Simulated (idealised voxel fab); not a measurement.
process module | voxel air gaps
cross-section cut | 155 nm wide | cells 5 nm
A cross-section is a grid of square cells, given in bands from the top down. A band is one or more rows of cells.
Each band's line starts with the height of the band's top and of its bottom, in nm. Then come its materials from left to right, each with its width in nm. One material with "throughout" fills the band from edge to edge. "air" is empty space.
Height 0 is the level under which the wafer as received is all one material. The lowest band goes on downwards, as in "0 down".
A width such as "30 to 40" changes by the same amount from each row of cells to the next, from the band's top row to its bottom row.
"no change" after a step means that no cell of the cross-section changed.
closed voids: empty space of 8 cells or more with no open way to the top, each as width x height at its distance from the left edge, in nm
after a step's settings: what the simulator itself notes on the step
overlay nm, on a step with a mask: how far to the right of its planned place the mask lay; to the left if negative
plan
1 op RECEIVE | material Si
2 op CONFORMAL_DEP | material SiO2 | thk nm 15
3 op CONFORMAL_DEP | material SiCN | thk nm 5
4 op DIRECTIONAL_DEP | material lowk | thk nm 35
5 op PATTERN | tone open | mask id LINES | material resist | width nm 15 | pitch nm 40 | thk nm 15 | overlay nm 0
6 op DIRECTIONAL_ETCH | etch materials lowk | depth nm 35
7 op STRIP | etch materials resist
8 op CONFORMAL_DEP | material TiN | thk nm 5
9 op FILL_DEP | material W | thk nm 5
10 op CMP | height nm 55
11 op EPI | material Ru | thk nm 10
12 op SELECTIVE_ETCH | etch materials lowk | depth nm 45
13 op CONFORMAL_DEP | material SiCN | thk nm 5
as received, after step 1
  0 down: Si throughout
  closed voids: none
a wafer at the end: this start, this plan, one mistake
  80 to 75: air 5 | SiCN 145 | air 5
  75 to 55: air 5 | SiCN 5 | Ru 135 | SiCN 5 | air 5
  55 to 50: air 5 | SiCN 25 | TiN 5 | W 5 | TiN 5 | lowk 25 | TiN 5 | W 5 | TiN 5 | lowk 25 | TiN 5 | W 5 | TiN 5 | SiCN 25 | air 5
  50 to 25: air 25 | SiCN 5 | TiN 5 | W 5 | TiN 5 | lowk 25 | TiN 5 | W 5 | TiN 5 | lowk 25 | TiN 5 | W 5 | TiN 5 | SiCN 5 | air 25
  25 to 20: SiCN 30 | TiN 15 | lowk 25 | TiN 15 | lowk 25 | TiN 15 | SiCN 30
  20 to 15: SiCN throughout
  15 to 0: SiO2 throughout
  0 down: Si throughout
  closed voids: none
what went wrong: step 11 was run twice
